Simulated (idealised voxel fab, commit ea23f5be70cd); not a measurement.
Herein follows the process module entitled voxel capacitor over wiring.
Cross-section cut: width 245 nm, square cells of 5 nm.
A cross-section is a grid of square cells, given in bands from the top down. A band is one or more rows of cells. Band entry format. Leading values: height of top, height of bottom, nm. Remainder: materials in left-to-right order, each with its width in nm. Special words: "all across" on a single material, which then fills the band edge to edge; "blank", empty space. Heights are expressed relative to 0, this being the level below which the as-received wafer comprises one material exclusively. The lowest band is unbounded in the downward direction and is denoted as in "z 0 and below". Think of "30->40" as a width that walks from the first number to the second as you go down the band, top row to bottom row, taking equal-sized steps from row to row. Basically "no change" means that step didn't change any cell in the cross-section. You'll see "Fully sealed cavities" listing empty spaces that have no way open to the top, as long as they're 8 cells or more; the notation is width x height at distance, where the distance is from the left edge, and all of it is in nm. Read whatever lies past the settings on a step's line as the simulator's own remark about the step. "overlay nm" answers the question of how far to the right of plan the mask lay on a step that has a mask, and when it is negative the answer is to the left.

Plan
| 1 | RECEIVE | material Si |
| 2 | CONFORMAL_DEP | material SiO2 | thk nm 15 |
| 3 | DIRECTIONAL_DEP | material TiN | thk nm 5 |
| 4 | DIRECTIONAL_DEP | material W | thk nm 25 |
| 5 | DIRECTIONAL_DEP | material aC | thk nm 10 |
| 6 | PATTERN | tone cover | mask id METAL_1 | material resist | width nm 15 | pitch nm 80 | thk nm 30 | overlay nm 0 |
| 7 | DIRECTIONAL_ETCH | etch materials aC | depth nm 10 |
| 8 | STRIP | etch materials resist |
| 9 | DIRECTIONAL_ETCH | etch materials W | depth nm 25 |
| 10 | DIRECTIONAL_ETCH | etch materials TiN | depth nm 5 |
| 11 | STRIP | etch materials aC |
| 12 | CONFORMAL_DEP | material SiCN | thk nm 5 |
| 13 | FILL_DEP | material lowk | thk nm 10 |
| 14 | CMP | height nm 45 |
| 15 | CONFORMAL_DEP | material SiCN | thk nm 5 |
| 16 | DIRECTIONAL_DEP | material lowk | thk nm 10 |
| 17 | DIRECTIONAL_DEP | material aC | thk nm 10 |
| 18 | PATTERN | tone open | mask id PLUG_1 | material resist | width nm 15 | thk nm 30 | overlay nm 0 |
| 19 | DIRECTIONAL_ETCH | etch materials aC | depth nm 10 |
| 20 | STRIP | etch materials resist |
| 21 | DIRECTIONAL_ETCH | etch materials lowk | depth nm 10 |
| 22 | DIRECTIONAL_ETCH | etch materials SiCN | depth nm 5 |
| 23 | STRIP | etch materials aC |
| 24 | CONFORMAL_DEP | material TiN | thk nm 5 |
| 25 | FILL_DEP | material Cu | thk nm 5 |
| 26 | CMP | height nm 60 |
| 27 | DIRECTIONAL_DEP | material TiN | thk nm 5 |
| 28 | DIRECTIONAL_DEP | material SiN | thk nm 5 |
| 29 | DIRECTIONAL_DEP | material TiN | thk nm 5 |
| 30 | DIRECTIONAL_DEP | material aC | thk nm 10 |
| 31 | PATTERN | tone cover | mask id UPPER_PLATE | material resist | width nm 60 | thk nm 30 | overlay nm 0 |
| 32 | DIRECTIONAL_ETCH | etch materials aC | depth nm 10 |
| 33 | STRIP | etch materials resist |
| 34 | DIRECTIONAL_ETCH | etch materials TiN | depth nm 5 |
| 35 | DIRECTIONAL_ETCH | etch materials SiN | depth nm 5 |
| 36 | STRIP | etch materials aC |
| 37 | PATTERN | tone cover | mask id LOWER_PLATE | material resist | width nm 70 | thk nm 20 | overlay nm 0 |
| 38 | DIRECTIONAL_ETCH | etch materials TiN | depth nm 5 |
| 39 | STRIP | etch materials resist |
| 40 | FILL_DEP | material SiO2 | thk nm 20 |
| 41 | CMP | height nm 90 |
| 42 | MASKED_ETCH | tone open | mask id PLUG_2 | width nm 15 | etch materials SiO2 | depth nm 15 | overlay nm 0 |
| 43 | CONFORMAL_DEP | material TiN | thk nm 5 |
| 44 | FILL_DEP | material Cu | thk nm 10 |
| 45 | CMP | height nm 90 |
| 46 | CONFORMAL_DEP | material SiN | thk nm 5 |
The wafers in this document start out alike and differ in the width nm applied at step 6; the plan shows the value used for the first wafer.

Cut through the first of several wafers as received, post step 1
    z 0 and below | Si all across
    Fully sealed cavities: none

Last step of the module is step 46; after it, the first of several wafers in cross-section
    z 95 to 90 | SiN all across
    z 90 to 80 | SiO2 (90); TiN (5); Cu (5); TiN (5); SiO2 (140)
    z 80 to 70 | SiO2 (90->80); TiN (15->60); SiO2 (140->105)
    z 70 to 65 | SiO2 (80); SiN (60); SiO2 (105)
    z 65 to 60 | SiO2 (75); TiN (70); SiO2 (100)
    z 60 to 50 | lowk (80); TiN (5); Cu (5); TiN (5); lowk (150)
    z 50 to 45 | SiCN (80); TiN (15); SiCN (150)
    z 45 to 20 | lowk (70); SiCN (5); W (15); SiCN (5); lowk (55); SiCN (5); W (15); SiCN (5); lowk (70)
    z 20 to 15 | SiCN (75); TiN (15); SiCN (65); TiN (15); SiCN (75)
    z 15 to 0 | SiO2 all across
    z 0 and below | Si all across
    Fully sealed cavities: none

Final wafer of several, shown in cross-section at the end of the module
    z 95 to 90 | SiN all across
    z 90 to 80 | SiO2 (90); TiN (5); Cu (5); TiN (5); SiO2 (140)
    z 80 to 70 | SiO2 (90->80); TiN (15->60); SiO2 (140->105)
    z 70 to 65 | SiO2 (80); SiN (60); SiO2 (105)
    z 65 to 60 | SiO2 (75); TiN (70); SiO2 (100)
    z 60 to 50 | lowk (80); TiN (5); Cu (5); TiN (5); lowk (150)
    z 50 to 45 | SiCN (80); TiN (15); SiCN (150)
    z 45 to 20 | lowk (60); SiCN (5); W (40); SiCN (5); lowk (30); SiCN (5); W (40); SiCN (5); lowk (55)
    z 20 to 15 | SiCN (65); TiN (40); SiCN (40); TiN (40); SiCN (60)
    z 15 to 0 | SiO2 all across
    z 0 and below | Si all across
    Fully sealed cavities: none

Each row below is a wafer at the end of the module, listing for every material the number of cells it has gained (+) or lost (-) since it was received, followed by its closed voids
width nm 15, +4 Cu, +109 SiCN, +61 SiN, +394 SiO2, +46 TiN, +30 W, +287 lowk, Fully sealed cavities: none
width nm 20, +4 Cu, +107 SiCN, +61 SiN, +394 SiO2, +48 TiN, +40 W, +277 lowk, Fully sealed cavities: none
width nm 25, +4 Cu, +105 SiCN, +61 SiN, +394 SiO2, +50 TiN, +50 W, +267 lowk, Fully sealed cavities: none
width nm 30, +4 Cu, +103 SiCN, +61 SiN, +394 SiO2, +52 TiN, +60 W, +257 lowk, Fully sealed cavities: none
width nm 35, +4 Cu, +101 SiCN, +61 SiN, +394 SiO2, +54 TiN, +70 W, +247 lowk, Fully sealed cavities: none
width nm 40, +4 Cu, +99 SiCN, +61 SiN, +394 SiO2, +56 TiN, +80 W, +237 lowk, Fully sealed cavities: none
